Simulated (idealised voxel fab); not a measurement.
The following process module bears the name voxel transistor to metal.
The cross-section shown here is cut; it is 300 nm wide and divided into square cells measuring 5 nm on a side.
A cross-section in this document is a grid of square cells, and it is written down as bands, the top band listed before the ones below it; a band is made up of one or more rows of cells. Quick guide to a band line: top height, bottom height (nm) up front; then every material left to right with its width in nm. Only one material and it's marked "full width"? Then it fills the band edge to edge. And "blank" just means empty space. Where do heights start? At 0: under that level the wafer as delivered is made of one material only. And the lowest band has no floor; it just carries on downward, as in "0 and below". With a width like "30->40", each row of cells in the band differs from the next by the same amount, the top row carrying the first number and the bottom row the second. "no modifications" means the step left every cell of the cross-section as it was. The list in "Closed void listing" covers empty spaces of 8 cells or more that cannot reach the top through any open way, and it gives each as width x height at distance; the distance is from the left edge, and width, height and distance are in nm. Step line, after settings: the simulator's comment on this step. "overlay nm" answers the question of how far to the right of plan the mask lay on a step that has a mask, and when it is negative the answer is to the left. Each pair of cross-sections that follows straddles one process step: the one shows the state before the step, the other the state after it, down to the lowest band that changed and no further. The step in question, and its settings, are given under the pair. Note that a pair is not necessarily a continuation of the pair above it, since pairs can come from different runs of this module on the same starting wafer; it is a continuation only where its entry headed "State on entry" says so.

# State on entry
    120 down to 100 = SiO2 (30), blank (20), SiO2 (120), blank (20), SiO2 (110)
    100 down to 85 = SiO2 (30), blank (15), SiO2 (125), blank (15), SiO2 (115)
    85 down to 80 = SiCN (30), blank (15), SiCN (125), blank (15), SiCN (115)
    80 down to 75 = SiCN (20), Ru (30), SiCN (50), Ru (30), SiCN (30), Ru (30), SiCN (50), Ru (30), SiCN (30)
    75 down to 55 = lowk (25), TiN (5), Ru (10), TiN (5), lowk (60), TiN (5), Ru (10), TiN (5), lowk (40), TiN (5), Ru (10), TiN (5), lowk (60), TiN (5), Ru (10), TiN (5), lowk (35)
    55 down to 50 = lowk (25), TiN (10), Ru (5), TiN (5), lowk (60), TiN (10), Ru (5), TiN (5), lowk (40), TiN (10), Ru (5), TiN (5), lowk (60), TiN (10), Ru (5), TiN (5), lowk (35)
    50 down to 45 = SiN (30), TiN (15), SiN (65), TiN (15), SiN (45), TiN (15), SiN (65), TiN (15), SiN (35)
    45 down to 30 = SiO2 (30), TiN (5), W (25), TiN (5), SiO2 (30), TiN (5), W (25), TiN (5), SiO2 (40), TiN (5), W (25), TiN (5), SiO2 (30), TiN (5), W (25), TiN (5), SiO2 (30)
    30 down to 20 = SiO2 (30), TiN (5), W (25), TiN (5), SiN (5), SiCN (20), SiN (5), TiN (5), W (25), TiN (5), SiO2 (40), TiN (5), W (25), TiN (5), SiN (5), SiCN (20), SiN (5), TiN (5), W (25), TiN (5), SiO2 (30)
    20 down to 10 = SiO2 (30), TiN (5), W (25), TiN (5), SiN (5), polySi (20), SiN (5), TiN (5), W (25), TiN (5), SiO2 (40), TiN (5), W (25), TiN (5), SiN (5), polySi (20), SiN (5), TiN (5), W (25), TiN (5), SiO2 (30)
    10 down to 5 = SiO2 (30), TiN (5), W (10), TiN (20), SiN (5), polySi (20), SiN (5), TiN (20), W (10), TiN (5), SiO2 (40), TiN (5), W (10), TiN (20), SiN (5), polySi (20), SiN (5), TiN (20), W (10), TiN (5), SiO2 (30)
    5 down to 0 = SiO2 (30), TiN (5), W (10), TiN (5), SiGe (15), SiN (5), polySi (20), SiN (5), SiGe (15), TiN (5), W (10), TiN (5), SiO2 (40), TiN (5), W (10), TiN (5), SiGe (15), SiN (5), polySi (20), SiN (5), SiGe (15), TiN (5), W (10), TiN (5), SiO2 (30)
    0 down to -5 = SiO2 (20), SiN (5), SiO2 (5), TiN (5), W (10), TiN (5), SiGe (15), SiN (5), polySi (20), SiN (5), SiGe (15), TiN (5), W (10), TiN (5), SiO2 (5), SiN (5), SiO2 (20), SiN (5), SiO2 (5), TiN (5), W (10), TiN (5), SiGe (15), SiN (5), polySi (20), SiN (5), SiGe (15), TiN (5), W (10), TiN (5), SiO2 (5), SiN (5), SiO2 (20)
    -5 down to -10 = SiO2 (30), TiN (20), SiGe (15), SiO2 (30), SiGe (15), TiN (20), SiO2 (40), TiN (20), SiGe (15), SiO2 (30), SiGe (15), TiN (20), SiO2 (30)
    -10 down to -25 = SiO2 (25), SiGe (40), Si (30), SiGe (40), SiO2 (30), SiGe (40), Si (30), SiGe (40), SiO2 (25)
    -25 and below = Si full width
    Closed void listing: none

# Post-Process View
    125 down to 120 = TiN (35), blank (10), TiN (130), blank (10), TiN (115)
    120 down to 105 = SiO2 (30), TiN (5), blank (10), TiN (5), SiO2 (120), TiN (5), blank (10), TiN (5), SiO2 (110)
    105 down to 100 = SiO2 (30), TiN (5), blank (5), TiN (10), SiO2 (120), TiN (5), blank (5), TiN (10), SiO2 (110)
    100 down to 85 = SiO2 (30), TiN (5), blank (5), TiN (5), SiO2 (125), TiN (5), blank (5), TiN (5), SiO2 (115)
    85 down to 80 = SiCN (30), TiN (15), SiCN (125), TiN (15), SiCN (115)
    Heights below 80 show no change.
    Closed void listing: none
The step that takes the structure from the upper cross-section to the lower one is CONFORMAL_DEP, material TiN, thk nm 5

State on entry: starting point is the after cross-section of the pair just above.

# Post-Process View
    130 down to 125 = Ru full width
    125 down to 120 = TiN (35), Ru (10), TiN (130), Ru (10), TiN (115)
    120 down to 105 = SiO2 (30), TiN (5), Ru (10), TiN (5), SiO2 (120), TiN (5), Ru (10), TiN (5), SiO2 (110)
    105 down to 100 = SiO2 (30), TiN (5), Ru (5), TiN (10), SiO2 (120), TiN (5), Ru (5), TiN (10), SiO2 (110)
    100 down to 85 = SiO2 (30), TiN (5), Ru (5), TiN (5), SiO2 (125), TiN (5), Ru (5), TiN (5), SiO2 (115)
    Heights below 85 show no change.
    Closed void listing: none
The step that takes the structure from the upper cross-section to the lower one is FILL_DEP, material Ru, thk nm 5

State on entry: starting point is the after cross-section of the pair just above.

# Post-Process View
    120 down to 105 = SiO2 (30), TiN (5), Ru (10), TiN (5), SiO2 (120), TiN (5), Ru (10), TiN (5), SiO2 (110)
    Heights below 105 show no change.
    Closed void listing: none
The step that takes the structure from the upper cross-section to the lower one is CMP, height nm 120

State on entry: starting point is the after cross-section of the pair just above.

# Post-Process View
    125 down to 120 = SiCN full width
    Heights below 120 show no change.
    Closed void listing: none
The step that takes the structure from the upper cross-section to the lower one is CONFORMAL_DEP, material SiCN, thk nm 5

# State on entry
    50 down to 45 = TiN (35), blank (25), TiN (40), blank (25), TiN (50), blank (25), TiN (40), blank (25), TiN (35)
    45 down to 30 = SiO2 (30), TiN (5), blank (25), TiN (5), SiO2 (30), TiN (5), blank (25), TiN (5), SiO2 (40), TiN (5), blank (25), TiN (5), SiO2 (30), TiN (5), blank (25), TiN (5), SiO2 (30)
    30 down to 20 = SiO2 (30), TiN (5), blank (25), TiN (5), SiN (5), SiCN (20), SiN (5), TiN (5), blank (25), TiN (5), SiO2 (40), TiN (5), blank (25), TiN (5), SiN (5), SiCN (20), SiN (5), TiN (5), blank (25), TiN (5), SiO2 (30)
    20 down to 10 = SiO2 (30), TiN (5), blank (25), TiN (5), SiN (5), polySi (20), SiN (5), TiN (5), blank (25), TiN (5), SiO2 (40), TiN (5), blank (25), TiN (5), SiN (5), polySi (20), SiN (5), TiN (5), blank (25), TiN (5), SiO2 (30)
    10 down to 5 = SiO2 (30), TiN (5), blank (10), TiN (20), SiN (5), polySi (20), SiN (5), TiN (20), blank (10), TiN (5), SiO2 (40), TiN (5), blank (10), TiN (20), SiN (5), polySi (20), SiN (5), TiN (20), blank (10), TiN (5), SiO2 (30)
    5 down to 0 = SiO2 (30), TiN (5), blank (10), TiN (5), SiGe (15), SiN (5), polySi (20), SiN (5), SiGe (15), TiN (5), blank (10), TiN (5), SiO2 (40), TiN (5), blank (10), TiN (5), SiGe (15), SiN (5), polySi (20), SiN (5), SiGe (15), TiN (5), blank (10), TiN (5), SiO2 (30)
    0 down to -5 = SiO2 (20), SiN (5), SiO2 (5), TiN (5), blank (10), TiN (5), SiGe (15), SiN (5), polySi (20), SiN (5), SiGe (15), TiN (5), blank (10), TiN (5), SiO2 (5), SiN (5), SiO2 (20), SiN (5), SiO2 (5), TiN (5), blank (10), TiN (5), SiGe (15), SiN (5), polySi (20), SiN (5), SiGe (15), TiN (5), blank (10), TiN (5), SiO2 (5), SiN (5), SiO2 (20)
    -5 down to -10 = SiO2 (30), TiN (20), SiGe (15), SiO2 (30), SiGe (15), TiN (20), SiO2 (40), TiN (20), SiGe (15), SiO2 (30), SiGe (15), TiN (20), SiO2 (30)
    -10 down to -25 = SiO2 (25), SiGe (40), Si (30), SiGe (40), SiO2 (30), SiGe (40), Si (30), SiGe (40), SiO2 (25)
    -25 and below = Si full width
    Closed void listing: none

# Post-Process View
    55 down to 50 = SiN full width
    50 down to 45 = TiN (35), SiN (25), TiN (40), SiN (25), TiN (50), SiN (25), TiN (40), SiN (25), TiN (35)
    45 down to 30 = SiO2 (30), TiN (5), SiN (25), TiN (5), SiO2 (30), TiN (5), SiN (25), TiN (5), SiO2 (40), TiN (5), SiN (25), TiN (5), SiO2 (30), TiN (5), SiN (25), TiN (5), SiO2 (30)
    30 down to 20 = SiO2 (30), TiN (5), SiN (25), TiN (5), SiN (5), SiCN (20), SiN (5), TiN (5), SiN (25), TiN (5), SiO2 (40), TiN (5), SiN (25), TiN (5), SiN (5), SiCN (20), SiN (5), TiN (5), SiN (25), TiN (5), SiO2 (30)
    20 down to 10 = SiO2 (30), TiN (5), SiN (25), TiN (5), SiN (5), polySi (20), SiN (5), TiN (5), SiN (25), TiN (5), SiO2 (40), TiN (5), SiN (25), TiN (5), SiN (5), polySi (20), SiN (5), TiN (5), SiN (25), TiN (5), SiO2 (30)
    10 down to 5 = SiO2 (30), TiN (5), SiN (10), TiN (20), SiN (5), polySi (20), SiN (5), TiN (20), SiN (10), TiN (5), SiO2 (40), TiN (5), SiN (10), TiN (20), SiN (5), polySi (20), SiN (5), TiN (20), SiN (10), TiN (5), SiO2 (30)
    5 down to 0 = SiO2 (30), TiN (5), SiN (10), TiN (5), SiGe (15), SiN (5), polySi (20), SiN (5), SiGe (15), TiN (5), SiN (10), TiN (5), SiO2 (40), TiN (5), SiN (10), TiN (5), SiGe (15), SiN (5), polySi (20), SiN (5), SiGe (15), TiN (5), SiN (10), TiN (5), SiO2 (30)
    0 down to -5 = SiO2 (20), SiN (5), SiO2 (5), TiN (5), SiN (10), TiN (5), SiGe (15), SiN (5), polySi (20), SiN (5), SiGe (15), TiN (5), SiN (10), TiN (5), SiO2 (5), SiN (5), SiO2 (20), SiN (5), SiO2 (5), TiN (5), SiN (10), TiN (5), SiGe (15), SiN (5), polySi (20), SiN (5), SiGe (15), TiN (5), SiN (10), TiN (5), SiO2 (5), SiN (5), SiO2 (20)
    Heights below -5 show no change.
    Closed void listing: none
The step that takes the structure from the upper cross-section to the lower one is FILL_DEP, material SiN, thk nm 5

State on entry: starting point is the after cross-section of the pair just above.

# Post-Process View
    45 down to 30 = SiO2 (30), TiN (5), SiN (25), TiN (5), SiO2 (30), TiN (5), SiN (25), TiN (5), SiO2 (40), TiN (5), SiN (25), TiN (5), SiO2 (30), TiN (5), SiN (25), TiN (5), SiO2 (30)
    Heights below 30 show no change.
    Closed void listing: none
The step that takes the structure from the upper cross-section to the lower one is CMP, height nm 45

State on entry: starting point is the after cross-section of the pair just above.

# Post-Process View
    50 down to 45 = SiN full width
    Heights below 45 show no change.
    Closed void listing: none
The step that takes the structure from the upper cross-section to the lower one is CONFORMAL_DEP, material SiN, thk nm 5

State on entry: starting point is the after cross-section of the pair just above.

# Post-Process View
    75 down to 50 = lowk full width
    Heights below 50 show no change.
    Closed void listing: none
The step that takes the structure from the upper cross-section to the lower one is DIRECTIONAL_DEP, material lowk, thk nm 25

State on entry: starting point is the after cross-section of the pair just above.

# Post-Process View
    75 down to 50 = lowk (30), blank (20), lowk (60), blank (20), lowk (40), blank (20), lowk (60), blank (20), lowk (30)
    Heights below 50 show no change.
    Closed void listing: none
The step that takes the structure from the upper cross-section to the lower one is MASKED_ETCH, tone open, mask id METAL_1, width nm 20, etch materials lowk, depth nm 25, overlay nm 0

State on entry: starting point is the after cross-section of the pair just above.

# Post-Process View
    75 down to 50 = lowk (30), blank (20), lowk (60), blank (20), lowk (40), blank (20), lowk (60), blank (20), lowk (30)
    50 down to 45 = SiN (30), blank (20), SiN (60), blank (20), SiN (40), blank (20), SiN (60), blank (20), SiN (30)
    Heights below 45 show no change.
    Closed void listing: none
The step that takes the structure from the upper cross-section to the lower one is MASKED_ETCH, tone open, mask id METAL_1, width nm 20, etch materials SiN, depth nm 5, overlay nm 0

State on entry: starting point is the after cross-section of the pair just above.

# Post-Process View
    80 down to 75 = TiN (35), blank (10), TiN (70), blank (10), TiN (50), blank (10), TiN (70), blank (10), TiN (35)
    75 down to 50 = lowk (30), TiN (5), blank (10), TiN (5), lowk (60), TiN (5), blank (10), TiN (5), lowk (40), TiN (5), blank (10), TiN (5), lowk (60), TiN (5), blank (10), TiN (5), lowk (30)
    50 down to 45 = SiN (30), TiN (20), SiN (60), TiN (20), SiN (40), TiN (20), SiN (60), TiN (20), SiN (30)
    Heights below 45 show no change.
    Closed void listing: none
The step that takes the structure from the upper cross-section to the lower one is CONFORMAL_DEP, material TiN, thk nm 5

State on entry: starting point is the after cross-section of the pair just above.

# Post-Process View
    85 down to 80 = Ru full width
    80 down to 75 = TiN (35), Ru (10), TiN (70), Ru (10), TiN (50), Ru (10), TiN (70), Ru (10), TiN (35)
    75 down to 50 = lowk (30), TiN (5), Ru (10), TiN (5), lowk (60), TiN (5), Ru (10), TiN (5), lowk (40), TiN (5), Ru (10), TiN (5), lowk (60), TiN (5), Ru (10), TiN (5), lowk (30)
    Heights below 50 show no change.
    Closed void listing: none
The step that takes the structure from the upper cross-section to the lower one is FILL_DEP, material Ru, thk nm 5

State on entry: starting point is the after cross-section of the pair just above.

# Post-Process View
    75 down to 50 = lowk (30), TiN (5), Ru (10), TiN (5), lowk (60), TiN (5), Ru (10), TiN (5), lowk (40), TiN (5), Ru (10), TiN (5), lowk (60), TiN (5), Ru (10), TiN (5), lowk (30)
    Heights below 50 show no change.
    Closed void listing: none
The step that takes the structure from the upper cross-section to the lower one is CMP, height nm 75

State on entry: starting point is the after cross-section of the pair just above.

# Post-Process View
    80 down to 75 = blank (25), Ru (30), blank (50), Ru (30), blank (30), Ru (30), blank (50), Ru (30), blank (25)
    Heights below 75 show no change.
    Closed void listing: none
The step that takes the structure from the upper cross-section to the lower one is EPI, material Ru, thk nm 5

State on entry: starting point is the after cross-section of the pair just above.

# Post-Process View
    85 down to 80 = SiCN full width
    80 down to 75 = SiCN (25), Ru (30), SiCN (50), Ru (30), SiCN (30), Ru (30), SiCN (50), Ru (30), SiCN (25)
    Heights below 75 show no change.
    Closed void listing: none
The step that takes the structure from the upper cross-section to the lower one is FILL_DEP, material SiCN, thk nm 5

State on entry: starting point is the after cross-section of the pair just above.

# Post-Process View
    120 down to 85 = SiO2 full width
    Heights below 85 show no change.
    Closed void listing: none
The step that takes the structure from the upper cross-section to the lower one is DIRECTIONAL_DEP, material SiO2, thk nm 35

State on entry: starting point is the after cross-section of the pair just above.

# Post-Process View
    130 down to 120 = aC full width
    Heights below 120 show no change.
    Closed void listing: none
The step that takes the structure from the upper cross-section to the lower one is DIRECTIONAL_DEP, material aC, thk nm 10

State on entry: starting point is the after cross-section of the pair just above.

# Post-Process View
    160 down to 130 = resist (30), blank (20), resist (120), blank (20), resist (110)
    Heights below 130 show no change.
    Closed void listing: none
The step that takes the structure from the upper cross-section to the lower one is PATTERN, tone open, mask id METAL_2, material resist, width nm 20, pitch nm 140, thk nm 30, overlay nm 0

State on entry: starting point is the after cross-section of the pair just above.

# Post-Process View
    150 down to 130 = resist (30), blank (20), resist (120), blank (20), resist (110)
    130 down to 120 = aC (30), blank (20), aC (120), blank (20), aC (110)
    Heights below 120 show no change.
    Closed void listing: none
The step that takes the structure from the upper cross-section to the lower one is DIRECTIONAL_ETCH, etch materials aC, depth nm 10

State on entry: starting point is the after cross-section of the pair just above.

# Post-Process View
    130 down to 120 = aC (30), blank (20), aC (120), blank (20), aC (110)
    Heights below 120 show no change.
    Closed void listing: none
The step that takes the structure from the upper cross-section to the lower one is STRIP, etch materials resist

State on entry: starting point is the after cross-section of the pair just above.

# Post-Process View
    130 down to 120 = aC (30), blank (20), aC (120), blank (20), aC (110)
    120 down to 100 = SiO2 (30), blank (20), SiO2 (120), blank (20), SiO2 (110)
    Heights below 100 show no change.
    Closed void listing: none
The step that takes the structure from the upper cross-section to the lower one is DIRECTIONAL_ETCH, etch materials SiO2, depth nm 20

State on entry: starting point is the after cross-section of the pair just above.

# Post-Process View
    120 down to 100 = SiO2 (30), blank (20), SiO2 (120), blank (20), SiO2 (110)
    Heights below 100 show no change.
    Closed void listing: none
The step that takes the structure from the upper cross-section to the lower one is STRIP, etch materials aC

State on entry: starting point is the after cross-section of the pair just above.

# Post-Process View
    140 down to 120 = resist (30), blank (15), resist (125), blank (15), resist (115)
    120 down to 100 = SiO2 (30), blank (15), resist (5), SiO2 (120), blank (15), resist (5), SiO2 (110)
    Heights below 100 show no change.
    Closed void listing: none
The step that takes the structure from the upper cross-section to the lower one is PATTERN, tone open, mask id METAL_2_HOLES, material resist, width nm 15, pitch nm 140, thk nm 20, overlay nm 0

State on entry: starting point is the after cross-section of the pair just above.

# Post-Process View
    140 down to 120 = resist (30), blank (15), resist (125), blank (15), resist (115)
    120 down to 100 = SiO2 (30), blank (15), resist (5), SiO2 (120), blank (15), resist (5), SiO2 (110)
    100 down to 85 = SiO2 (30), blank (15), SiO2 (125), blank (15), SiO2 (115)
    Heights below 85 show no change.
    Closed void listing: none
The step that takes the structure from the upper cross-section to the lower one is DIRECTIONAL_ETCH, etch materials SiO2, depth nm 15

State on entry: starting point is the after cross-section of the pair just above.

# Post-Process View
    140 down to 120 = resist (30), blank (15), resist (125), blank (15), resist (115)
    120 down to 100 = SiO2 (30), blank (15), resist (5), SiO2 (120), blank (15), resist (5), SiO2 (110)
    100 down to 85 = SiO2 (30), blank (15), SiO2 (125), blank (15), SiO2 (115)
    85 down to 80 = SiCN (30), blank (15), SiCN (125), blank (15), SiCN (115)
    Heights below 80 show no change.
    Closed void listing: none
The step that takes the structure from the upper cross-section to the lower one is DIRECTIONAL_ETCH, etch materials SiCN, depth nm 5

State on entry: starting point is the after cross-section of the pair just above.

# Post-Process View
    120 down to 100 = SiO2 (30), blank (20), SiO2 (120), blank (20), SiO2 (110)
    Heights below 100 show no change.
    Closed void listing: none
The step that takes the structure from the upper cross-section to the lower one is STRIP, etch materials resist

State on entry: starting point is the after cross-section of the pair just above.

# Post-Process View
    125 down to 120 = TiN (35), blank (10), TiN (130), blank (10), TiN (115)
    120 down to 105 = SiO2 (30), TiN (5), blank (10), TiN (5), SiO2 (120), TiN (5), blank (10), TiN (5), SiO2 (110)
    105 down to 100 = SiO2 (30), TiN (5), blank (5), TiN (10), SiO2 (120), TiN (5), blank (5), TiN (10), SiO2 (110)
    100 down to 85 = SiO2 (30), TiN (5), blank (5), TiN (5), SiO2 (125), TiN (5), blank (5), TiN (5), SiO2 (115)
    85 down to 80 = SiCN (30), TiN (15), SiCN (125), TiN (15), SiCN (115)
    Heights below 80 show no change.
    Closed void listing: none
The step that takes the structure from the upper cross-section to the lower one is CONFORMAL_DEP, material TiN, thk nm 5

State on entry: starting point is the after cross-section of the pair just above.

# Post-Process View
    130 down to 125 = Ru full width
    125 down to 120 = TiN (35), Ru (10), TiN (130), Ru (10), TiN (115)
    120 down to 105 = SiO2 (30), TiN (5), Ru (10), TiN (5), SiO2 (120), TiN (5), Ru (10), TiN (5), SiO2 (110)
    105 down to 100 = SiO2 (30), TiN (5), Ru (5), TiN (10), SiO2 (120), TiN (5), Ru (5), TiN (10), SiO2 (110)
    100 down to 85 = SiO2 (30), TiN (5), Ru (5), TiN (5), SiO2 (125), TiN (5), Ru (5), TiN (5), SiO2 (115)
    Heights below 85 show no change.
    Closed void listing: none
The step that takes the structure from the upper cross-section to the lower one is FILL_DEP, material Ru, thk nm 5

State on entry: starting point is the after cross-section of the pair just above.

# Post-Process View
    120 down to 105 = SiO2 (30), TiN (5), Ru (10), TiN (5), SiO2 (120), TiN (5), Ru (10), TiN (5), SiO2 (110)
    Heights below 105 show no change.
    Closed void listing: none
The step that takes the structure from the upper cross-section to the lower one is CMP, height nm 120

State on entry: starting point is the after cross-section of the pair just above.

# Post-Process View
    125 down to 120 = SiCN full width
    Heights below 120 show no change.
    Closed void listing: none
The step that takes the structure from the upper cross-section to the lower one is CONFORMAL_DEP, material SiCN, thk nm 5

# State on entry
    130 down to 120 = aC full width
    120 down to 85 = SiO2 full width
    85 down to 80 = SiCN full width
    80 down to 75 = SiCN (25), Ru (30), SiCN (50), Ru (30), SiCN (30), Ru (30), SiCN (50), Ru (30), SiCN (25)
    75 down to 50 = lowk (30), TiN (5), Ru (10), TiN (5), lowk (60), TiN (5), Ru (10), TiN (5), lowk (40), TiN (5), Ru (10), TiN (5), lowk (60), TiN (5), Ru (10), TiN (5), lowk (30)
    50 down to 45 = SiN (30), TiN (20), SiN (60), TiN (20), SiN (40), TiN (20), SiN (60), TiN (20), SiN (30)
    45 down to 30 = SiO2 (30), TiN (5), W (25), TiN (5), SiO2 (30), TiN (5), W (25), TiN (5), SiO2 (40), TiN (5), W (25), TiN (5), SiO2 (30), TiN (5), W (25), TiN (5), SiO2 (30)
    30 down to 20 = SiO2 (30), TiN (5), W (25), TiN (5), SiN (5), SiCN (20), SiN (5), TiN (5), W (25), TiN (5), SiO2 (40), TiN (5), W (25), TiN (5), SiN (5), SiCN (20), SiN (5), TiN (5), W (25), TiN (5), SiO2 (30)
    20 down to 10 = SiO2 (30), TiN (5), W (25), TiN (5), SiN (5), polySi (20), SiN (5), TiN (5), W (25), TiN (5), SiO2 (40), TiN (5), W (25), TiN (5), SiN (5), polySi (20), SiN (5), TiN (5), W (25), TiN (5), SiO2 (30)
    10 down to 5 = SiO2 (30), TiN (5), W (10), TiN (20), SiN (5), polySi (20), SiN (5), TiN (20), W (10), TiN (5), SiO2 (40), TiN (5), W (10), TiN (20), SiN (5), polySi (20), SiN (5), TiN (20), W (10), TiN (5), SiO2 (30)
    5 down to 0 = SiO2 (30), TiN (5), W (10), TiN (5), SiGe (15), SiN (5), polySi (20), SiN (5), SiGe (15), TiN (5), W (10), TiN (5), SiO2 (40), TiN (5), W (10), TiN (5), SiGe (15), SiN (5), polySi (20), SiN (5), SiGe (15), TiN (5), W (10), TiN (5), SiO2 (30)
    0 down to -5 = SiO2 (20), SiN (5), SiO2 (5), TiN (5), W (10), TiN (5), SiGe (15), SiN (5), polySi (20), SiN (5), SiGe (15), TiN (5), W (10), TiN (5), SiO2 (5), SiN (5), SiO2 (20), SiN (5), SiO2 (5), TiN (5), W (10), TiN (5), SiGe (15), SiN (5), polySi (20), SiN (5), SiGe (15), TiN (5), W (10), TiN (5), SiO2 (5), SiN (5), SiO2 (20)
    -5 down to -10 = SiO2 (30), TiN (20), SiGe (15), SiO2 (30), SiGe (15), TiN (20), SiO2 (40), TiN (20), SiGe (15), SiO2 (30), SiGe (15), TiN (20), SiO2 (30)
    -10 down to -25 = SiO2 (25), SiGe (40), Si (30), SiGe (40), SiO2 (30), SiGe (40), Si (30), SiGe (40), SiO2 (25)
    -25 and below = Si full width
    Closed void listing: none

# Post-Process View
    160 down to 130 = blank (30), resist (20), blank (120), resist (20), blank (110)
    Heights below 130 show no change.
    Closed void listing: none
The step that takes the structure from the upper cross-section to the lower one is PATTERN, tone cover, mask id METAL_2, material resist, width nm 20, pitch nm 140, thk nm 30, overlay nm 0

State on entry: starting point is the after cross-section of the pair just above.

# Post-Process View
    150 down to 130 = blank (30), resist (20), blank (120), resist (20), blank (110)
    130 down to 120 = blank (30), aC (20), blank (120), aC (20), blank (110)
    Heights below 120 show no change.
    Closed void listing: none
The step that takes the structure from the upper cross-section to the lower one is DIRECTIONAL_ETCH, etch materials aC, depth nm 10

State on entry: starting point is the after cross-section of the pair just above.

# Post-Process View
    130 down to 120 = blank (30), aC (20), blank (120), aC (20), blank (110)
    Heights below 120 show no change.
    Closed void listing: none
The step that takes the structure from the upper cross-section to the lower one is STRIP, etch materials resist

State on entry: starting point is the after cross-section of the pair just above.

# Post-Process View
    130 down to 120 = blank (30), aC (20), blank (120), aC (20), blank (110)
    120 down to 100 = blank (30), SiO2 (20), blank (120), SiO2 (20), blank (110)
    Heights below 100 show no change.
    Closed void listing: none
The step that takes the structure from the upper cross-section to the lower one is DIRECTIONAL_ETCH, etch materials SiO2, depth nm 20

State on entry: starting point is the after cross-section of the pair just above.

# Post-Process View
    120 down to 100 = blank (30), SiO2 (20), blank (120), SiO2 (20), blank (110)
    Heights below 100 show no change.
    Closed void listing: none
The step that takes the structure from the upper cross-section to the lower one is STRIP, etch materials aC

State on entry: starting point is the after cross-section of the pair just above.

# Post-Process View
    140 down to 120 = resist (30), blank (15), resist (125), blank (15), resist (115)
    120 down to 100 = resist (30), SiO2 (20), resist (120), SiO2 (20), resist (110)
    Heights below 100 show no change.
    Closed void listing: none
The step that takes the structure from the upper cross-section to the lower one is PATTERN, tone open, mask id METAL_2_HOLES, material resist, width nm 15, pitch nm 140, thk nm 20, overlay nm 0

State on entry: starting point is the after cross-section of the pair just above.

# Post-Process View
    140 down to 120 = resist (30), blank (15), resist (125), blank (15), resist (115)
    120 down to 105 = resist (30), blank (15), SiO2 (5), resist (120), blank (15), SiO2 (5), resist (110)
    Heights below 105 show no change.
    Closed void listing: none
The step that takes the structure from the upper cross-section to the lower one is DIRECTIONAL_ETCH, etch materials SiO2, depth nm 15

State on entry: starting point is the after cross-section of the pair just above.

# Post-Process View
    120 down to 105 = blank (45), SiO2 (5), blank (135), SiO2 (5), blank (110)
    105 down to 100 = blank (30), SiO2 (20), blank (120), SiO2 (20), blank (110)
    Heights below 100 show no change.
    Closed void listing: none
The step that takes the structure from the upper cross-section to the lower one is STRIP, etch materials resist

State on entry: starting point is the after cross-section of the pair just above.

# Post-Process View
    125 down to 120 = blank (40), TiN (15), blank (125), TiN (15), blank (105)
    120 down to 110 = blank (40), TiN (5), SiO2 (5), TiN (5), blank (125), TiN (5), SiO2 (5), TiN (5), blank (105)
    110 down to 105 = blank (25), TiN (20), SiO2 (5), TiN (5), blank (110), TiN (20), SiO2 (5), TiN (5), blank (105)
    105 down to 100 = TiN (30), SiO2 (20), TiN (120), SiO2 (20), TiN (110)
    Heights below 100 show no change.
    Closed void listing: none
The step that takes the structure from the upper cross-section to the lower one is CONFORMAL_DEP, material TiN, thk nm 5

State on entry: starting point is the after cross-section of the pair just above.

# Post-Process View
    130 down to 125 = Ru full width
    125 down to 120 = Ru (40), TiN (15), Ru (125), TiN (15), Ru (105)
    120 down to 110 = Ru (40), TiN (5), SiO2 (5), TiN (5), Ru (125), TiN (5), SiO2 (5), TiN (5), Ru (105)
    110 down to 105 = Ru (25), TiN (20), SiO2 (5), TiN (5), Ru (110), TiN (20), SiO2 (5), TiN (5), Ru (105)
    Heights below 105 show no change.
    Closed void listing: none
The step that takes the structure from the upper cross-section to the lower one is FILL_DEP, material Ru, thk nm 5

State on entry: starting point is the after cross-section of the pair just above.

# Post-Process View
    120 down to 110 = Ru (40), TiN (5), SiO2 (5), TiN (5), Ru (125), TiN (5), SiO2 (5), TiN (5), Ru (105)
    Heights below 110 show no change.
    Closed void listing: none
The step that takes the structure from the upper cross-section to the lower one is CMP, height nm 120

State on entry: starting point is the after cross-section of the pair just above.

# Post-Process View
    125 down to 120 = SiCN full width
    Heights below 120 show no change.
    Closed void listing: none
The step that takes the structure from the upper cross-section to the lower one is CONFORMAL_DEP, material SiCN, thk nm 5
